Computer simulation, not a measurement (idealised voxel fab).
Proc. module: voxel ribs on slabs
Shown is cross-section cut, with a width of 190 nm and square cells of size 5 nm.
Bands, listed from the top down, are how a cross-section gets written in this document; the cross-section itself is a grid of square cells, and a band is one or more rows of them. Top, bottom (nm), then materials left to right with widths (nm); lone material tagged "full width" fills the whole band edge to edge; "blank" = empty space. Heights are measured from 0, the level below which the as-received wafer is all one material; the lowest band has no bottom and continues downward, written as in "0 and below". The notation "30 to 40" denotes a width that varies across the rows of cells in the band, beginning at the first number in the top row, finishing at the second number in the bottom row, and changing by an identical amount from each row to the next. No cell of the cross-section changed in a step that is given as "changes: none". Empty spaces without an open route to the top, at least 8 cells in extent, make up the entry "Enclosed voids"; each is given as width x height at distance, where the distance is measured from the left edge, and all are in nm. Past the settings on a step's line: simulator remark, on that step. On any step carrying a mask, the "overlay nm" setting, if present on the step's line, tells how far right of its planned place the mask lay; negative values point to the left.
The following list gives the planned process steps:
1) RECEIVE with material Si
2) DIRECTIONAL_DEP with material SiO2, thk nm 20
3) DIRECTIONAL_DEP with material SiN, thk nm 25
4) PATTERN with tone cover, mask id RIB, material resist, width nm 20, thk nm 15, overlay nm 0
5) DIRECTIONAL_ETCH with etch materials SiN, depth nm 10
6) STRIP with etch materials resist
7) PATTERN with tone cover, mask id SLAB, material resist, width nm 70, thk nm 20, overlay nm 0
8) DIRECTIONAL_ETCH with etch materials SiN, depth nm 15
9) STRIP with etch materials resist
10) FILL_DEP with material SiO2, thk nm 25
11) CMP with height nm 60
12) DIRECTIONAL_DEP with material TiN, thk nm 5
13) DIRECTIONAL_DEP with material aC, thk nm 15
14) PATTERN with tone cover, mask id HEATER, material resist, width nm 30, thk nm 30, overlay nm 0
15) DIRECTIONAL_ETCH with etch materials aC, depth nm 15
16) STRIP with etch materials resist
17) DIRECTIONAL_ETCH with etch materials TiN, depth nm 5
18) STRIP with etch materials aC
19) CONFORMAL_DEP with material SiO2, thk nm 10
The first of a set of two wafers, run to plan:
As-received state of the wafer in cross-section, equivalent to post-step 1:
> 0 and below  Si full width
> Enclosed voids: none
The following cross-section depicts the wafer upon completion of step 2:
> 20 down to 0  SiO2 full width
> below 0: unchanged
The following cross-section depicts the wafer upon completion of step 3:
> 45 down to 20  SiN full width
> below 20: unchanged
The following cross-section depicts the wafer upon completion of step 4:
> 60 down to 45  blank 85, then resist 20, then blank 85
> below 45: unchanged
The following cross-section depicts the wafer upon completion of step 5:
> 60 down to 45  blank 85, then resist 20, then blank 85
> 45 down to 35  blank 85, then SiN 20, then blank 85
> below 35: unchanged
The following cross-section depicts the wafer upon completion of step 6:
> 45 down to 35  blank 85, then SiN 20, then blank 85
> below 35: unchanged
The following cross-section depicts the wafer upon completion of step 7:
> 65 down to 45  blank 60, then resist 70, then blank 60
> 45 down to 35  blank 60, then resist 25, then SiN 20, then resist 25, then blank 60
> below 35: unchanged
The following cross-section depicts the wafer upon completion of step 8:
> 65 down to 45  blank 60, then resist 70, then blank 60
> 45 down to 35  blank 60, then resist 25, then SiN 20, then resist 25, then blank 60
> 35 down to 20  blank 60, then SiN 70, then blank 60
> below 20: unchanged
The following cross-section depicts the wafer upon completion of step 9:
> 45 down to 35  blank 85, then SiN 20, then blank 85
> below 35: unchanged
The following cross-section depicts the wafer upon completion of step 10:
> 70 down to 45  SiO2 full width
> 45 down to 35  SiO2 85, then SiN 20, then SiO2 85
> 35 down to 20  SiO2 60, then SiN 70, then SiO2 60
> below 20: unchanged
The following cross-section depicts the wafer upon completion of step 11:
> 60 down to 45  SiO2 full width
> below 45: unchanged
The following cross-section depicts the wafer upon completion of step 12:
> 65 down to 60  TiN full width
> below 60: unchanged
The following cross-section depicts the wafer upon completion of step 13:
> 80 down to 65  aC full width
> below 65: unchanged
The following cross-section depicts the wafer upon completion of step 14:
> 110 down to 80  blank 80, then resist 30, then blank 80
> below 80: unchanged
The following cross-section depicts the wafer upon completion of step 15:
> 95 down to 80  blank 80, then resist 30, then blank 80
> 80 down to 65  blank 80, then aC 30, then blank 80
> below 65: unchanged
The following cross-section depicts the wafer upon completion of step 16:
> 80 down to 65  blank 80, then aC 30, then blank 80
> below 65: unchanged
The following cross-section depicts the wafer upon completion of step 17:
> 80 down to 65  blank 80, then aC 30, then blank 80
> 65 down to 60  blank 80, then TiN 30, then blank 80
> below 60: unchanged
The following cross-section depicts the wafer upon completion of step 18:
> 65 down to 60  blank 80, then TiN 30, then blank 80
> below 60: unchanged
The following cross-section depicts the wafer upon completion of step 19:
> 75 down to 70  blank 70, then SiO2 50, then blank 70
> 70 down to 65  SiO2 full width
> 65 down to 60  SiO2 80, then TiN 30, then SiO2 80
> below 60: unchanged
Here the second wafer is described. Its start and its plan were those of the first wafer. Its run contained one mistake. Up to and including step 18, it did exactly what the first wafer did:
Second wafer shown in cross-section at the time step 19 was slated to end: changes: none
Finding, execution versus plan: execution of step 19 of the plan did not take place, the step having been omitted
Final difference in cells, second wafer against first, listed per material as more or fewer: SiO2 -80
